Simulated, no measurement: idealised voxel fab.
The process module that follows is named voxel capacitor over wiring.
The width of the displayed cross-section, cut, is 185 nm; its cells are square, with a size of 5 nm.
For the purposes of this document, a cross-section shall be understood as a grid of square cells, specified as bands listed in top-to-bottom order, each band consisting of one or more rows of cells. Within each band entry, the heights of the top and of the bottom of the band appear first, in that order and in nm; the materials of the band then follow from left to right, each with its corresponding width in nm. The designation "all across" on a single material indicates that it fills the band from edge to edge; the designation "empty" indicates empty space. Ref level 0: as-received wafer is one material below here. Bottom band extends down with no lower bound ("0 nm and below"). Think of "30 to 40" as a width that walks from the first number to the second as you go down the band, top row to bottom row, taking equal-sized steps from row to row. You'll sometimes find "identical to before" written for a step, and that's the way of saying that nowhere in the cross-section did a cell change during that step. Empty spaces counting at least 8 cells and having no open way to the top are listed in "Enclosed internal cavities". The notation width x height at distance is used for each, the distance being from the left edge and all three values in nm. Where a step's line continues beyond its settings, the continuation is a remark by the simulator itself on that step. A step's line can hold "overlay nm"; with a mask on that step, the setting says how far right of the planned place the mask lay, while a negative setting says it lay to the left.
**List of planned process steps**
1: RECEIVE, material Si
2: CONFORMAL_DEP, material SiO2, thk nm 15
3: DIRECTIONAL_DEP, material TiN, thk nm 5
4: DIRECTIONAL_DEP, material Ru, thk nm 15
5: MASKED_ETCH, tone cover, mask id METAL_1, width nm 30, pitch nm 100, etch materials Ru, depth nm 15, overlay nm 0
6: MASKED_ETCH, tone cover, mask id METAL_1, width nm 30, pitch nm 100, etch materials TiN, depth nm 5, overlay nm 0
7: FILL_DEP, material SiO2, thk nm 5
8: CMP, height nm 35
9: CONFORMAL_DEP, material SiCN, thk nm 5
10: DIRECTIONAL_DEP, material lowk, thk nm 15
11: DIRECTIONAL_DEP, material aC, thk nm 15
12: PATTERN, tone open, mask id PLUG_1, material resist, width nm 15, thk nm 35, overlay nm 0
13: DIRECTIONAL_ETCH, etch materials aC, depth nm 15
14: STRIP, etch materials resist
15: DIRECTIONAL_ETCH, etch materials lowk, depth nm 15
16: DIRECTIONAL_ETCH, etch materials SiCN, depth nm 5
17: STRIP, etch materials aC
18: CONFORMAL_DEP, material TiN, thk nm 5
19: FILL_DEP, material Cu, thk nm 5
20: CMP, height nm 55
21: DIRECTIONAL_DEP, material TiN, thk nm 5
22: DIRECTIONAL_DEP, material HfO2, thk nm 5
23: DIRECTIONAL_DEP, material TiN, thk nm 5
24: DIRECTIONAL_DEP, material aC, thk nm 10
25: PATTERN, tone cover, mask id UPPER_PLATE, material resist, width nm 75, thk nm 30, overlay nm 0
26: DIRECTIONAL_ETCH, etch materials aC, depth nm 10
27: STRIP, etch materials resist
28: DIRECTIONAL_ETCH, etch materials TiN, depth nm 5
29: DIRECTIONAL_ETCH, etch materials HfO2, depth nm 5
30: STRIP, etch materials aC
31: DIRECTIONAL_DEP, material aC, thk nm 15
32: PATTERN, tone cover, mask id LOWER_PLATE, material resist, width nm 85, thk nm 30, overlay nm 0
33: DIRECTIONAL_ETCH, etch materials aC, depth nm 15
34: STRIP, etch materials resist
35: DIRECTIONAL_ETCH, etch materials TiN, depth nm 10
36: STRIP, etch materials aC
37: FILL_DEP, material SiO2, thk nm 20
38: CMP, height nm 90
39: MASKED_ETCH, tone open, mask id PLUG_2, width nm 15, etch materials SiO2, depth nm 15, overlay nm 0
40: CONFORMAL_DEP, material TiN, thk nm 5
41: FILL_DEP, material Ru, thk nm 5
42: CMP, height nm 90
43: CONFORMAL_DEP, material SiCN, thk nm 5
Where the wafers of this document differ is in the thk nm of step 21; they start out the same, and the plan states the value that applied to the first wafer.
**Cross-section of the first of several wafers as received (after step 1)**
> 0 nm and below: Si all across
> Enclosed internal cavities: none
**Per wafer, end of module: cells gained (+) or lost (-) per material since receipt, then closed voids**
thk nm 5; +3 Cu; +15 HfO2; +38 Ru; +71 SiCN; +414 SiO2; +60 TiN; +102 lowk; Enclosed internal cavities: none
thk nm 10; +3 Cu; +15 HfO2; +38 Ru; +71 SiCN; +397 SiO2; +77 TiN; +102 lowk; Enclosed internal cavities: none
thk nm 15; +3 Cu; +15 HfO2; +37 Ru; +71 SiCN; +363 SiO2; +112 TiN; +102 lowk; Enclosed internal cavities: none
thk nm 20; +3 Cu; +15 HfO2; +36 Ru; +71 SiCN; +329 SiO2; +147 TiN; +102 lowk; Enclosed internal cavities: none
thk nm 25; +3 Cu; +15 HfO2; +36 Ru; +71 SiCN; +295 SiO2; +181 TiN; +102 lowk; Enclosed internal cavities: none
